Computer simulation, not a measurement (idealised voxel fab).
process module | voxel gate over fins
cross-section cut | 175 nm wide | cells 5 nm
A cross-section is a grid of square cells, given in bands from the top down. A band is one or more rows of cells.
Each band's line starts with the height of the band's top and of its bottom, in nm. Then come its materials from left to right, each with its width in nm. One material with "throughout" fills the band from edge to edge. "air" is empty space.
Height 0 is the level under which the wafer as received is all one material. The lowest band goes on downwards, as in "0 down".
A width such as "30 to 40" changes by the same amount from each row of cells to the next, from the band's top row to its bottom row.
"no change" after a step means that no cell of the cross-section changed.
closed voids: empty space of 8 cells or more with no open way to the top, each as width x height at its distance from the left edge, in nm
after a step's settings: what the simulator itself notes on the step
overlay nm, on a step with a mask: how far to the right of its planned place the mask lay; to the left if negative
plan
1 op RECEIVE | material Si
2 op CONFORMAL_DEP | material SiN | thk nm 10
3 op MASKED_ETCH | tone cover | mask id FINS | width nm 15 | pitch nm 35 | etch materials SiN | depth nm 10 | overlay nm 0
4 op MASKED_ETCH | tone cover | mask id FINS | width nm 15 | pitch nm 35 | etch materials Si | depth nm 40 | overlay nm 0
5 op FILL_DEP | material SiO2 | thk nm 10
6 op CMP | height nm 10
7 op SELECTIVE_ETCH | etch materials SiO2 | depth nm 20
8 op STRIP | etch materials SiN
9 op CONFORMAL_DEP | material HfO2 | thk nm 5
10 op CONFORMAL_DEP | material TiN | thk nm 5
11 op CONFORMAL_DEP | material TiAl | thk nm 5
12 op CONFORMAL_DEP | material TiN | thk nm 5
13 op FILL_DEP | material W | thk nm 10
14 op CMP | height nm 25
15 op CONFORMAL_DEP | material SiN | thk nm 10
as received, after step 1
  0 down: Si throughout
  closed voids: none
a wafer at the end: this start, this plan, one mistake
  35 to 25: SiN throughout
  25 to 20: W throughout
  20 to 15: W 40 | TiN 90 | W 45
  15 to 10: W 40 | TiN 5 | TiAl 80 | TiN 5 | W 45
  10 to 5: TiN 45 | TiAl 5 | TiN 70 | TiAl 5 | TiN 50
  5 to 0: TiAl 50 | TiN 5 | HfO2 25 | TiN 10 | HfO2 25 | TiN 5 | TiAl 55
  0 to -5: TiN 55 | HfO2 5 | Si 15 | HfO2 5 | TiN 10 | HfO2 5 | Si 15 | HfO2 5 | TiN 60
  -5 to -10: HfO2 60 | Si 15 | HfO2 20 | Si 15 | HfO2 65
  -10 to -80: SiO2 60 | Si 15 | SiO2 20 | Si 15 | SiO2 65
  -80 down: Si throughout
  closed voids: none
what went wrong: step 4 was run twice
